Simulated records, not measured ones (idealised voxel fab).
Process module name: voxel released beams
In the cross-section labelled cut, the width is 255 nm and each square cell is 5 nm.
Heads up, the way a cross-section reads in here is a grid of square cells, handed over as bands from the top down, with every band being one or more rows of cells. First you get the band's top height and its bottom height, in nm, and then the materials it's made of, left to right, with each width in nm. If you see a single material with "throughout", that one covers the band edge to edge. "blank" is empty space. The reference from which all heights are counted is 0, the level beneath which the as-received wafer is entirely one material; the lowest band, having no lower bound, proceeds downward and is written after the example "from 0 down". Graded width ("30..40"): value in top row of band = first number; value in bottom row = second number; row-to-row change constant. "left unchanged" (step): cross-section cells unchanged, all of them. Voids not open to the top, 8 cells minimum: see "Trapped voids". Written width x height at distance; distance is from the left edge; nm. Read whatever lies past the settings on a step's line as the simulator's own remark about the step. overlay nm: on a step with a mask, how far right of its planned place the mask lay; negative means left.

Below is the list of planned process steps
1 RECEIVE | material Si
2 CONFORMAL_DEP | material SiN | thk nm 5
3 DIRECTIONAL_DEP | material SiO2 | thk nm 20
4 MASKED_ETCH | tone open | mask id ANCHOR | width nm 35 | etch materials SiO2 | depth nm 20 | overlay nm 0
5 CONFORMAL_DEP | material W | thk nm 10
6 DIRECTIONAL_DEP | material aC | thk nm 15
7 PATTERN | tone cover | mask id BEAM | material resist | width nm 85 | thk nm 30 | overlay nm 0
8 DIRECTIONAL_ETCH | etch materials aC | depth nm 15
9 STRIP | etch materials resist
10 DIRECTIONAL_ETCH | etch materials W | depth nm 10
11 STRIP | etch materials aC
12 STRIP | etch materials SiO2

Cross-section of the wafer at receipt, which is the condition after step 1
from 0 down: Si throughout
Trapped voids: none

Post-module cross-section of the first of two wafers (run per plan)
from 35 to 25: blank=80 / W=15 / blank=15 / W=55 / blank=90
from 25 to 15: blank=85 / W=10 / blank=15 / W=10 / blank=135
from 15 to 5: blank=85 / W=35 / blank=135
from 5 to 0: SiN throughout
from 0 down: Si throughout
Trapped voids: none

So this is wafer number two of the two, cut at the end of the module - it started where the first did and had the same plan, we just got one thing wrong running it
from 35 to 25: blank=80 / W=50 / blank=125
from 25 to 15: blank=75 / W=10 / SiO2=35 / W=10 / blank=125
from 15 to 5: blank=75 / W=10 / SiO2=35 / W=45 / blank=90
from 5 to 0: SiN throughout
from 0 down: Si throughout
Trapped voids: none
Error vs. plan: step 4 did not happen as planned, as run it was MASKED_ETCH | tone cover | mask id ANCHOR | width nm 35 | etch materials SiO2 | depth nm 20 | overlay nm 0
FYI, end of process, the second wafer has more or fewer cells of some materials than the first: 28 more of SiO2
